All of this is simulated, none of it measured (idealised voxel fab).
process module | voxel self aligned vias
cross-section cut | 185 nm wide | cells 5 nm
A cross-section is a grid of square cells, given in bands from the top down. A band is one or more rows of cells.
Each band's line starts with the height of the band's top and of its bottom, in nm. Then come its materials from left to right, each with its width in nm. One material with "throughout" fills the band from edge to edge. "air" is empty space.
Height 0 is the level under which the wafer as received is all one material. The lowest band goes on downwards, as in "0 down".
A width such as "30 to 40" changes by the same amount from each row of cells to the next, from the band's top row to its bottom row.
"no change" after a step means that no cell of the cross-section changed.
closed voids: empty space of 8 cells or more with no open way to the top, each as width x height at its distance from the left edge, in nm
after a step's settings: what the simulator itself notes on the step
overlay nm, on a step with a mask: how far to the right of its planned place the mask lay; to the left if negative
plan
1 op RECEIVE | material Si
2 op CONFORMAL_DEP | material SiO2 | thk nm 15
3 op CONFORMAL_DEP | material SiCN | thk nm 5
4 op DIRECTIONAL_DEP | material SiO2 | thk nm 30
5 op DIRECTIONAL_DEP | material aC | thk nm 15
6 op PATTERN | tone open | mask id LINES | material resist | width nm 30 | pitch nm 70 | thk nm 30 | overlay nm 0
7 op DIRECTIONAL_ETCH | etch materials aC | depth nm 15
8 op STRIP | etch materials resist
9 op DIRECTIONAL_ETCH | etch materials SiO2 | depth nm 30
10 op STRIP | etch materials aC
11 op CONFORMAL_DEP | material TiN | thk nm 5
12 op FILL_DEP | material W | thk nm 10
13 op CMP | height nm 50
14 op SELECTIVE_ETCH | etch materials W Ru TiN | depth nm 5
15 op FILL_DEP | material SiN | thk nm 5
16 op CMP | height nm 50
17 op DIRECTIONAL_DEP | material SiO2 | thk nm 15
18 op MASKED_ETCH | tone open | mask id VIAS | width nm 40 | pitch nm 70 | etch materials SiO2 | depth nm 15 | overlay nm 0
19 op MASKED_ETCH | tone open | mask id VIAS | width nm 40 | pitch nm 70 | etch materials SiN | depth nm 5 | overlay nm 0
20 op CONFORMAL_DEP | material TiN | thk nm 5
21 op FILL_DEP | material W | thk nm 5
22 op CMP | height nm 65
23 op CONFORMAL_DEP | material SiCN | thk nm 5
first wafer, as planned
as received, after step 1
  0 down: Si throughout
  closed voids: none
after step 2
  15 to 0: SiO2 throughout
  below 0: unchanged
after step 3
  20 to 15: SiCN throughout
  below 15: unchanged
after step 4
  50 to 20: SiO2 throughout
  below 20: unchanged
after step 5
  65 to 50: aC throughout
  below 50: unchanged
after step 6
  95 to 65: resist 40 | air 30 | resist 40 | air 30 | resist 45
  below 65: unchanged
after step 7
  80 to 65: resist 40 | air 30 | resist 40 | air 30 | resist 45
  65 to 50: aC 40 | air 30 | aC 40 | air 30 | aC 45
  below 50: unchanged
after step 8
  65 to 50: aC 40 | air 30 | aC 40 | air 30 | aC 45
  below 50: unchanged
after step 9
  65 to 50: aC 40 | air 30 | aC 40 | air 30 | aC 45
  50 to 20: SiO2 40 | air 30 | SiO2 40 | air 30 | SiO2 45
  below 20: unchanged
after step 10
  50 to 20: SiO2 40 | air 30 | SiO2 40 | air 30 | SiO2 45
  below 20: unchanged
after step 11
  55 to 50: TiN 45 | air 20 | TiN 50 | air 20 | TiN 50
  50 to 25: SiO2 40 | TiN 5 | air 20 | TiN 5 | SiO2 40 | TiN 5 | air 20 | TiN 5 | SiO2 45
  25 to 20: SiO2 40 | TiN 30 | SiO2 40 | TiN 30 | SiO2 45
  below 20: unchanged
after step 12
  65 to 55: W throughout
  55 to 50: TiN 45 | W 20 | TiN 50 | W 20 | TiN 50
  50 to 25: SiO2 40 | TiN 5 | W 20 | TiN 5 | SiO2 40 | TiN 5 | W 20 | TiN 5 | SiO2 45
  below 25: unchanged
after step 13
  50 to 25: SiO2 40 | TiN 5 | W 20 | TiN 5 | SiO2 40 | TiN 5 | W 20 | TiN 5 | SiO2 45
  below 25: unchanged
after step 14
  50 to 45: SiO2 40 | air 30 | SiO2 40 | air 30 | SiO2 45
  below 45: unchanged
after step 15
  55 to 50: SiN throughout
  50 to 45: SiO2 40 | SiN 30 | SiO2 40 | SiN 30 | SiO2 45
  below 45: unchanged
after step 16
  50 to 45: SiO2 40 | SiN 30 | SiO2 40 | SiN 30 | SiO2 45
  below 45: unchanged
after step 17
  65 to 50: SiO2 throughout
  below 50: unchanged
after step 18
  65 to 50: SiO2 35 | air 40 | SiO2 30 | air 40 | SiO2 40
  below 50: unchanged
after step 19
  65 to 50: SiO2 35 | air 40 | SiO2 30 | air 40 | SiO2 40
  50 to 45: SiO2 40 | air 30 | SiO2 40 | air 30 | SiO2 45
  below 45: unchanged
after step 20
  70 to 65: TiN 40 | air 30 | TiN 40 | air 30 | TiN 45
  65 to 55: SiO2 35 | TiN 5 | air 30 | TiN 5 | SiO2 30 | TiN 5 | air 30 | TiN 5 | SiO2 40
  55 to 50: SiO2 35 | TiN 10 | air 20 | TiN 10 | SiO2 30 | TiN 10 | air 20 | TiN 10 | SiO2 40
  50 to 45: SiO2 40 | TiN 30 | SiO2 40 | TiN 30 | SiO2 45
  below 45: unchanged
after step 21
  75 to 70: W throughout
  70 to 65: TiN 40 | W 30 | TiN 40 | W 30 | TiN 45
  65 to 55: SiO2 35 | TiN 5 | W 30 | TiN 5 | SiO2 30 | TiN 5 | W 30 | TiN 5 | SiO2 40
  55 to 50: SiO2 35 | TiN 10 | W 20 | TiN 10 | SiO2 30 | TiN 10 | W 20 | TiN 10 | SiO2 40
  below 50: unchanged
after step 22
  65 to 55: SiO2 35 | TiN 5 | W 30 | TiN 5 | SiO2 30 | TiN 5 | W 30 | TiN 5 | SiO2 40
  below 55: unchanged
after step 23
  70 to 65: SiCN throughout
  below 65: unchanged
second wafer: like start, like plan, one mistake. Through step 17 it matches the first wafer
when step 18 should have ended
  65 to 50: SiO2 40 | air 30 | SiO2 40 | air 30 | SiO2 45
  below 50: unchanged
when step 19 should have ended
  65 to 45: SiO2 40 | air 30 | SiO2 40 | air 30 | SiO2 45
  below 45: unchanged
when step 20 should have ended
  70 to 65: TiN 45 | air 20 | TiN 50 | air 20 | TiN 50
  65 to 50: SiO2 40 | TiN 5 | air 20 | TiN 5 | SiO2 40 | TiN 5 | air 20 | TiN 5 | SiO2 45
  50 to 45: SiO2 40 | TiN 30 | SiO2 40 | TiN 30 | SiO2 45
  below 45: unchanged
when step 21 should have ended
  75 to 70: W throughout
  70 to 65: TiN 45 | W 20 | TiN 50 | W 20 | TiN 50
  65 to 50: SiO2 40 | TiN 5 | W 20 | TiN 5 | SiO2 40 | TiN 5 | W 20 | TiN 5 | SiO2 45
  below 50: unchanged
when step 22 should have ended
  65 to 50: SiO2 40 | TiN 5 | W 20 | TiN 5 | SiO2 40 | TiN 5 | W 20 | TiN 5 | SiO2 45
  below 50: unchanged
when step 23 should have ended
  70 to 65: SiCN throughout
  below 65: unchanged
what went wrong: step 18 ran as: op MASKED_ETCH | tone open | mask id VIAS | width nm 30 | pitch nm 70 | etch materials SiO2 | depth nm 15 | overlay nm 0
at the end the second wafer has, in cells: 12 more of SiO2 | 4 fewer of TiN | 8 fewer of W
